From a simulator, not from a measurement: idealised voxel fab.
The process module that follows is named voxel self aligned contacts.
FYI the section here is cut, 235 nm wide, cells are 5 nm squares.
A cross-section in this document is a grid of square cells, and it is written down as bands, the top band listed before the ones below it; a band is made up of one or more rows of cells.
It is stipulated that each band's entry specify, in nanometres, the height of the top of the band and then that of its bottom, followed by the materials of the band in left-to-right sequence, each together with its width in nanometres. A single material marked by the word "everywhere" is understood to fill the band from edge to edge; the word "empty" is understood to denote empty space.
Basically, 0 is our baseline, since under it the wafer straight out of the box is all one material. The bottom band has no lower end and keeps on going down, so it looks like "0 -> down".
Note: "30->40" means the width goes from the first number (top row of the band) to the second number (bottom row) in equal steps per row of cells.
It should be understood that the words "remained the same", when stated for a given step, signify that the cross-section underwent no change in any of its cells during that step.
Enclosed voids (no open way to top), threshold 8 cells or more, entry "Voids, sealed", notation width x height at distance, distance from left edge, nm.
The remark found on a step's line after its settings is issued by the simulator itself and pertains to that step.
When a step includes a mask, the "overlay nm" setting on its line states how far to the right of its planned place that mask lay, and negative values state how far to the left.
## Set out below are the planned steps of the process
1: RECEIVE (material Si)
2: OXIDIZE (depth nm 5)
3: DIRECTIONAL_DEP (material polySi; thk nm 30)
4: DIRECTIONAL_DEP (material SiN; thk nm 20)
5: PATTERN (tone cover; mask id GATE; material resist; width nm 30; pitch nm 70; thk nm 15; overlay nm 0)
6: DIRECTIONAL_ETCH (etch materials SiN; depth nm 20)
7: DIRECTIONAL_ETCH (etch materials polySi; depth nm 30)
8: STRIP (etch materials resist)
9: CONFORMAL_DEP (material SiN; thk nm 10)
10: DIRECTIONAL_ETCH (etch materials SiN; depth nm 10)
11: FILL_DEP (material SiO2; thk nm 20)
12: CMP (height nm 60)
13: DIRECTIONAL_DEP (material aC; thk nm 15)
14: PATTERN (tone open; mask id CONTACT; material resist; width nm 50; pitch nm 70; thk nm 30; overlay nm 0)
15: DIRECTIONAL_ETCH (etch materials aC; depth nm 15)
16: STRIP (etch materials resist)
17: DIRECTIONAL_ETCH (etch materials SiO2; depth nm 65)
18: STRIP (etch materials aC)
19: CONFORMAL_DEP (material TiN; thk nm 5)
20: FILL_DEP (material W; thk nm 5)
21: CMP (height nm 60)
22: CONFORMAL_DEP (material SiCN; thk nm 5)
## Step 1 complete: cross-section of the wafer as received
	0 -> down = Si everywhere
	Voids, sealed: none
## First of two wafers, end-of-module section, run followed plan
	65 -> 60 = SiCN everywhere
	60 -> 50 = SiO2=55, then TiN=5->20, then W=40->10, then TiN=5->20, then SiO2=20, then TiN=5->20, then W=40->10, then TiN=5->20, then SiO2=60
	50 -> 30 = SiO2=20, then SiN=50, then TiN=5, then W=10, then TiN=5, then SiN=50, then TiN=5, then W=10, then TiN=5, then SiN=50, then SiO2=25
	30 -> 0 = SiO2=20, then SiN=10, then polySi=30, then SiN=10, then TiN=5, then W=10, then TiN=5, then SiN=10, then polySi=30, then SiN=10, then TiN=5, then W=10, then TiN=5, then SiN=10, then polySi=30, then SiN=10, then SiO2=25
	0 -> -5 = SiO2=70, then TiN=20, then SiO2=50, then TiN=20, then SiO2=75
	-5 -> down = Si everywhere
	Voids, sealed: none
## Wafer two (of two), end-of-module cross-section: start = wafer one, plan = wafer one, one run mistake
	65 -> 60 = SiCN everywhere
	60 -> 55 = SiO2=55, then TiN=20, then W=10, then TiN=20, then SiO2=20, then TiN=20, then W=10, then TiN=20, then SiO2=60
	55 -> 35 = SiO2=20, then SiN=50, then TiN=5, then W=10, then TiN=5, then SiN=50, then TiN=5, then W=10, then TiN=5, then SiN=50, then SiO2=25
	35 -> 10 = SiO2=20, then SiN=10, then polySi=30, then SiN=10, then TiN=5, then W=10, then TiN=5, then SiN=10, then polySi=30, then SiN=10, then TiN=5, then W=10, then TiN=5, then SiN=10, then polySi=30, then SiN=10, then SiO2=25
	10 -> 5 = SiO2=20, then SiN=10, then polySi=30, then SiN=10, then TiN=20, then SiN=10, then polySi=30, then SiN=10, then TiN=20, then SiN=10, then polySi=30, then SiN=10, then SiO2=25
	5 -> 0 = polySi everywhere
	0 -> -5 = SiO2 everywhere
	-5 -> down = Si everywhere
	Voids, sealed: none
what went wrong: so step 3 ended up running with a different setting than we planned, it ran as DIRECTIONAL_DEP (material polySi; thk nm 35)
Cell-count delta at end, second wafer over first, by material: SiO2 -19, TiN -8, W -20, polySi +47
